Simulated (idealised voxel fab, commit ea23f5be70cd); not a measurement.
This is a process module. Its name is voxel local oxidation.
Displayed cross-section: cut, width of 205 nm, square cells sized 5 nm.
If you're reading a cross-section in this doc, picture square cells in a grid; it comes to you as bands, top ones listed first down to the bottom, and a band can be one or more rows of cells. What a band's entry tells you: where the top is and where the bottom is, as heights in nm, and after that what lies inside, material by material from left to right, each with its width in nm. Empty space is written as the word "air", and a single material marked with the word "edge to edge" occupies the band from edge to edge. Height is counted from the level 0, under which the received wafer is composed throughout of one material. The lowest of the bands is not closed at the bottom but continues downward, in the notation "z 0 and below". Note: "30 to 40" means the width goes from the first number (top row of the band) to the second number (bottom row) in equal steps per row of cells. Reading "no modifications" for a step: not a cell of the cross-section changed in it. "Tabulated closed voids" - sealed voids, min. 8 cells, no opening to top; format: width x height at distance (distance from left edge; nm throughout). Past the settings on a step's line: simulator remark, on that step. Steps that use a mask can have "overlay nm" on their line. It says how far the mask sat to the right of where it was meant to be. Negative means to the left.

THESE ARE THE STEPS WE PLANNED FOR THE PROCESS
1,op RECEIVE | material Si
2,op OXIDIZE | depth nm 5
3,op CONFORMAL_DEP | material SiN | thk nm 10
4,op MASKED_ETCH | tone cover | mask id ACTIVE | width nm 105 | etch materials SiN | depth nm 10 | overlay nm 0
5,op SELECTIVE_ETCH | etch materials SiO2 | depth nm 5
6,op OXIDIZE | depth nm 10
7,op STRIP | etch materials SiN

WAFER AS RECEIVED: CROSS-SECTION FOLLOWING STEP 1
* z 0 and below: Si edge to edge
* Tabulated closed voids: none

STARTING STRUCTURE AND PROCESS PLAN ARE AS SHOWN ABOVE, BUT ONE MISTAKE WAS MADE IN RUNNING THE MODULE; THE WAFER CROSS-SECTION AT THE END OF THE MODULE FOLLOWS
* z 0 to -5: air (55), SiO2 (95), air (55)
* z -5 to -20: SiO2 (70), Si (65), SiO2 (70)
* z -20 and below: Si edge to edge
* Tabulated closed voids: none
Run error: step 6, actual vs plan mismatch, actual run op OXIDIZE | depth nm 15
